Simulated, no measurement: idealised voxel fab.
This section sets out a process module, namely voxel double patterning.
Square cells of 5 nm make up the cross-section cut, whose width is 210 nm.
A cross-section is written here as square cells arranged in a grid, and it is given in bands from the top down, each band taking up one or more rows of cells.
Basically the band line says how high the top is and how high the bottom is, in nm, and then what's in it from left to right, every material with its width in nm. Empty space shows up as "blank", and if a single material carries "all across" it runs the full band edge to edge.
Height reference: 0 = level under which incoming wafer is all one material. Lowest band: no bottom, runs on downward, e.g. "0 -> down".
When a width is written as two numbers, as in "30 to 40", the first number is the width in the top row of cells of the band and the second is the width in its bottom row, and the width changes by the same amount from each row to the next.
Reading "left unchanged" for a step: not a cell of the cross-section changed in it.
Closed-off voids of 8+ cells (no open route to the top) go in "Sealed cavities", written width x height at distance from the left edge, in nm.
That trailing text on a step's line, after the settings, is the simulator's own remark on the step.
overlay nm: step with mask; distance mask lay right of planned place; negative value = left of planned place.
Process steps foreseen in the plan
1,RECEIVE [material Si]
2,CONFORMAL_DEP [material SiN] [thk nm 10]
3,DIRECTIONAL_DEP [material SiO2] [thk nm 10]
4,DIRECTIONAL_DEP [material SiCN] [thk nm 10]
5,MASKED_ETCH [tone open] [mask id FIRST] [width nm 15] [pitch nm 50] [etch materials SiCN] [depth nm 10] [overlay nm 0]
6,MASKED_ETCH [tone open] [mask id SECOND] [width nm 15] [pitch nm 50] [etch materials SiCN] [depth nm 10] [overlay nm 0]
7,DIRECTIONAL_ETCH [etch materials SiO2] [depth nm 10]
8,STRIP [etch materials SiCN]
Here's what the wafer looked like in cross-section when it arrived - that's after step 1
  0 -> down | Si all across
  Sealed cavities: none
Starting structure and process plan are as shown above, but one mistake was made in running the module; the wafer cross-section at the end of the module follows
  20 -> 10 | 40 nm SiO2, 25 nm blank, 5 nm SiO2, 15 nm blank, 5 nm SiO2, 25 nm blank, 5 nm SiO2, 15 nm blank, 5 nm SiO2, 25 nm blank, 45 nm SiO2
  10 -> 0 | SiN all across
  0 -> down | Si all across
  Sealed cavities: none
Processing error: step 5: run off-plan, actual operation and settings MASKED_ETCH [tone open] [mask id FIRST] [width nm 25] [pitch nm 50] [etch materials SiCN] [depth nm 10] [overlay nm 0]
